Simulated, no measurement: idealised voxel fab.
This is a process module. Its name is voxel ribs on slabs.
Each square cell in cross-section cut measures 5 nm, and the section as a whole is 175 nm wide.
Notation: cross-section as square-cell grid; stated in bands, top first, going down; one or more cell rows per band.
The entry gives the band's vertical extent as a top height and a bottom height in nm, then its horizontal make-up as materials from left to right, each with a width in nm. "air" stands for empty space; a single material marked "edge to edge" fills the band edge to edge.
Heights are expressed relative to 0, this being the level below which the as-received wafer comprises one material exclusively. The lowest band is unbounded in the downward direction and is denoted as in "0 down".
Quick explanation for "30->40": the width changes in equal steps down the rows of cells, from the first number in the band's top row to the second number in its bottom row.
When a step is marked "nothing got changed", none of the cells in the cross-section changed during that step.
So "Entrapped voids" is basically the list of trapped voids: any empty space of 8 cells or more that can't reach the top through an opening. They're written width x height at distance, the distance being from the left edge, and it's all nm.
Read whatever lies past the settings on a step's line as the simulator's own remark about the step.
overlay nm: where the mask lay relative to plan, measured to the right, on steps with a mask; negatives go left.

[The steps planned for the process are as follows]
step 1: RECEIVE with material Si
step 2: DIRECTIONAL_DEP with material SiO2, thk nm 30
step 3: DIRECTIONAL_DEP with material polySi, thk nm 25
step 4: MASKED_ETCH with tone cover, mask id RIB, width nm 25, etch materials polySi, depth nm 15, overlay nm 0
step 5: MASKED_ETCH with tone cover, mask id SLAB, width nm 65, etch materials polySi, depth nm 10, overlay nm 0
step 6: FILL_DEP with material SiO2, thk nm 25
step 7: CMP with height nm 70
step 8: DIRECTIONAL_DEP with material W, thk nm 5
step 9: MASKED_ETCH with tone cover, mask id HEATER, width nm 35, etch materials W, depth nm 5, overlay nm 0
step 10: CONFORMAL_DEP with material SiN, thk nm 5

[Of two wafers, the first: run according to plan]

[Received-state cross-section, reflecting completion of step 1]
* 0 down = Si edge to edge
* Entrapped voids: none

[Once step 2 is through, the wafer looks like this in cross-section]
* 30 to 0 = SiO2 edge to edge
* Everything below 0 is unchanged.

[Once step 3 is through, the wafer looks like this in cross-section]
* 55 to 30 = polySi edge to edge
* Everything below 30 is unchanged.

[Once step 4 is through, the wafer looks like this in cross-section]
* 55 to 40 = air=75 | polySi=25 | air=75
* Everything below 40 is unchanged.

[Once step 5 is through, the wafer looks like this in cross-section]
* 55 to 40 = air=75 | polySi=25 | air=75
* 40 to 30 = air=55 | polySi=65 | air=55
* Everything below 30 is unchanged.

[Once step 6 is through, the wafer looks like this in cross-section]
* 80 to 55 = SiO2 edge to edge
* 55 to 40 = SiO2=75 | polySi=25 | SiO2=75
* 40 to 30 = SiO2=55 | polySi=65 | SiO2=55
* Everything below 30 is unchanged.

[Once step 7 is through, the wafer looks like this in cross-section]
* 70 to 55 = SiO2 edge to edge
* Everything below 55 is unchanged.

[Once step 8 is through, the wafer looks like this in cross-section]
* 75 to 70 = W edge to edge
* Everything below 70 is unchanged.

[Once step 9 is through, the wafer looks like this in cross-section]
* 75 to 70 = air=70 | W=35 | air=70
* Everything below 70 is unchanged.

[Once step 10 is through, the wafer looks like this in cross-section]
* 80 to 75 = air=65 | SiN=45 | air=65
* 75 to 70 = SiN=70 | W=35 | SiN=70
* Everything below 70 is unchanged.

[Now the other wafer: same start, same recipe, but we messed up one thing when running it. Up to and including step 1 it's the same as the first one]

[Second wafer: cross-section at the scheduled end of step 2]
* 25 to 0 = polySi edge to edge
* Everything below 0 is unchanged.

[Second wafer: cross-section at the scheduled end of step 3]
* 55 to 25 = SiO2 edge to edge
* Everything below 25 is unchanged.

Second wafer: cross-section at the scheduled end of step 4: nothing got changed

Second wafer: cross-section at the scheduled end of step 5: nothing got changed

[Second wafer: cross-section at the scheduled end of step 6]
* 80 to 25 = SiO2 edge to edge
* Everything below 25 is unchanged.

[Second wafer: cross-section at the scheduled end of step 7]
* 70 to 25 = SiO2 edge to edge
* Everything below 25 is unchanged.

[Second wafer: cross-section at the scheduled end of step 8]
* 75 to 70 = W edge to edge
* Everything below 70 is unchanged.

[Second wafer: cross-section at the scheduled end of step 9]
* 75 to 70 = air=70 | W=35 | air=70
* Everything below 70 is unchanged.

[Second wafer: cross-section at the scheduled end of step 10]
* 80 to 75 = air=65 | SiN=45 | air=65
* 75 to 70 = SiN=70 | W=35 | SiN=70
* Everything below 70 is unchanged.
Deviation from plan: steps 2 and 3 run out of order (swapped)
Heads up, by the end the second wafer has more or fewer cells of some materials compared to the first: SiO2: 134 fewer; polySi: 134 more
